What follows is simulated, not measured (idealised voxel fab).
This section sets out a process module, namely voxel wiring stack.
Section cut is 160 nm wide and gridded with 5 nm square cells.
Think of the cross-section as a grid of square cells. We describe it in bands, top to bottom, and each band covers one or more rows of those cells.
Within each band entry, the heights of the top and of the bottom of the band appear first, in that order and in nm; the materials of the band then follow from left to right, each with its corresponding width in nm. The designation "everywhere" on a single material indicates that it fills the band from edge to edge; the designation "air" indicates empty space.
Beneath 0, the wafer as received is one material, and that level is where height counting begins. The lowest band goes on downward without a bottom; it is written like "0 -> down".
Think of "30->40" as a width that walks from the first number to the second as you go down the band, top row to bottom row, taking equal-sized steps from row to row.
Reading "no change" for a step: not a cell of the cross-section changed in it.
Listed in "Closed void listing": every empty space of 8 or more cells without an open way to the top. Form: width x height at distance, the distance being from the left edge, all in nm.
On each step's line, the part that comes after the settings is the simulator's own comment on the step.
What "overlay nm" on a step's line means: if the step has a mask, that mask lay this far to the right of its planned place, or, when the value is negative, to the left.
-- The planned process steps are enumerated hereunder
1) RECEIVE,material Si
2) CONFORMAL_DEP,material SiO2,thk nm 5
3) CONFORMAL_DEP,material SiN,thk nm 5
4) DIRECTIONAL_DEP,material SiO2,thk nm 20
5) DIRECTIONAL_DEP,material aC,thk nm 15
6) PATTERN,tone open,mask id METAL_1,material resist,width nm 25,pitch nm 45,thk nm 30,overlay nm 0
7) DIRECTIONAL_ETCH,etch materials aC,depth nm 15
8) STRIP,etch materials resist
9) DIRECTIONAL_ETCH,etch materials SiO2,depth nm 20
10) DIRECTIONAL_ETCH,etch materials SiN,depth nm 5
11) STRIP,etch materials aC
12) CONFORMAL_DEP,material TiN,thk nm 5
13) FILL_DEP,material Ru,thk nm 5
14) CMP,height nm 35
15) CONFORMAL_DEP,material SiCN,thk nm 5
16) DIRECTIONAL_DEP,material lowk,thk nm 20
17) DIRECTIONAL_DEP,material aC,thk nm 10
18) PATTERN,tone open,mask id PLUG_1,material resist,width nm 15,thk nm 30,overlay nm 0
19) DIRECTIONAL_ETCH,etch materials aC,depth nm 10
20) STRIP,etch materials resist
21) DIRECTIONAL_ETCH,etch materials lowk,depth nm 20
22) DIRECTIONAL_ETCH,etch materials SiCN,depth nm 5
23) STRIP,etch materials aC
24) EPI,material Ru,thk nm 10
25) EPI,material Ru,thk nm 10
26) EPI,material Ru,thk nm 5
27) DIRECTIONAL_DEP,material TiN,thk nm 5
28) DIRECTIONAL_DEP,material Ru,thk nm 20
29) MASKED_ETCH,tone cover,mask id METAL_2,width nm 25,pitch nm 45,etch materials Ru,depth nm 20,overlay nm 0
30) MASKED_ETCH,tone cover,mask id METAL_2,width nm 25,pitch nm 45,etch materials TiN,depth nm 5,overlay nm 0
31) FILL_DEP,material SiO2,thk nm 10
32) CMP,height nm 85
33) CONFORMAL_DEP,material SiCN,thk nm 5
34) DIRECTIONAL_DEP,material lowk,thk nm 35
35) DIRECTIONAL_DEP,material aC,thk nm 15
36) PATTERN,tone open,mask id METAL_3_HOLES,material resist,width nm 15,thk nm 35,overlay nm 0
37) DIRECTIONAL_ETCH,etch materials aC,depth nm 15
38) STRIP,etch materials resist
39) DIRECTIONAL_ETCH,etch materials lowk,depth nm 35
40) STRIP,etch materials aC
41) PATTERN,tone open,mask id METAL_3,material resist,width nm 25,pitch nm 45,thk nm 20,overlay nm 0
42) DIRECTIONAL_ETCH,etch materials lowk,depth nm 20
43) DIRECTIONAL_ETCH,etch materials SiCN,depth nm 5
44) STRIP,etch materials resist
45) CONFORMAL_DEP,material TiN,thk nm 5
46) FILL_DEP,material Cu,thk nm 10
47) CMP,height nm 125
48) CONFORMAL_DEP,material SiCN,thk nm 5
Split variable: thk nm, step 2. Plan value = first wafer. Wafers start alike.
-- As received, i.e. after step 1: cross-section through the first of several wafers
    0 -> down = Si everywhere
    Closed void listing: none
-- Per wafer (row), end of module: delta in cells per material since receipt, (+) for gained, (-) for lost; closed voids after that
thk nm 5, +22 Cu, +85 Ru, +90 SiCN, +22 SiN, +230 SiO2, +92 TiN, +291 lowk, Closed void listing: none
thk nm 10, +22 Cu, +79 Ru, +90 SiCN, +22 SiN, +262 SiO2, +66 TiN, +291 lowk, Closed void listing: none
thk nm 15, +22 Cu, +73 Ru, +90 SiCN, +22 SiN, +272 SiO2, +62 TiN, +291 lowk, Closed void listing: none
thk nm 20, +22 Cu, +67 Ru, +90 SiCN, +22 SiN, +282 SiO2, +58 TiN, +291 lowk, Closed void listing: none
thk nm 25, +22 Cu, +61 Ru, +90 SiCN, +22 SiN, +292 SiO2, +54 TiN, +291 lowk, Closed void listing: none
